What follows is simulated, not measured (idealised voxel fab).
Herein follows the process module entitled voxel fin reveal.
It is cross-section cut that appears here, measuring 190 nm in width, its square cells being 5 nm in size.
For the purposes of this document, a cross-section shall be understood as a grid of square cells, specified as bands listed in top-to-bottom order, each band consisting of one or more rows of cells. This entry defines a band. It first specifies the height of the band's top and the height of its bottom in nm, and then specifies the band's materials from left to right, stating each material with its width in nm. The word "everywhere" identifies a single material that fills the band from edge to edge, while the word "empty" identifies empty space. Height reference: 0 = level under which incoming wafer is all one material. Lowest band: no bottom, runs on downward, e.g. "0 -> down". It should be noted that a width expressed as "30->40" varies in equal increments from row to row of cells within the band, taking the value of the first number at the top row and that of the second number at the bottom row. Where a step carries "no modification", the cross-section came out of it unchanged, cell for cell. Entry "Trapped voids". Content: empty spaces with no open connection to the top, size 8 cells or greater. Each: width x height at distance. Distance: from left edge. Unit: nm. Where a step's line continues beyond its settings, the continuation is a remark by the simulator itself on that step. The optional step-line setting "overlay nm" applies to steps with a mask and quantifies how far to the right of its planned location the mask lay, a negative value indicating leftward placement.

**Process steps foreseen in the plan**
1. RECEIVE (material Si)
2. CONFORMAL_DEP (material SiN; thk nm 10)
3. DIRECTIONAL_DEP (material aC; thk nm 10)
4. PATTERN (tone cover; mask id FINS; material resist; width nm 15; pitch nm 40; thk nm 25; overlay nm 0)
5. DIRECTIONAL_ETCH (etch materials aC; depth nm 10)
6. STRIP (etch materials resist)
7. DIRECTIONAL_ETCH (etch materials SiN; depth nm 10)
8. DIRECTIONAL_ETCH (etch materials Si; depth nm 30)
9. STRIP (etch materials aC)
10. FILL_DEP (material SiO2; thk nm 10)
11. CMP (height nm 10)
12. SELECTIVE_ETCH (etch materials SiO2; depth nm 20)
13. STRIP (etch materials SiN)
14. CONFORMAL_DEP (material SiO2; thk nm 5)

**Step 1 complete: cross-section of the wafer as received**
* 0 -> down = Si everywhere
* Trapped voids: none

**Post-module cross-section: identical start and plan to those above, one misstep in execution**
* 5 -> 0 = empty 60 nm  SiO2 25 nm  empty 15 nm  SiO2 25 nm  empty 65 nm
* 0 -> -5 = empty 60 nm  SiO2 5 nm  Si 15 nm  SiO2 5 nm  empty 15 nm  SiO2 5 nm  Si 15 nm  SiO2 5 nm  empty 65 nm
* -5 -> -60 = SiO2 65 nm  Si 15 nm  SiO2 25 nm  Si 15 nm  SiO2 70 nm
* -60 -> down = Si everywhere
* Trapped voids: none
what went wrong: step 8, plan: ran twice
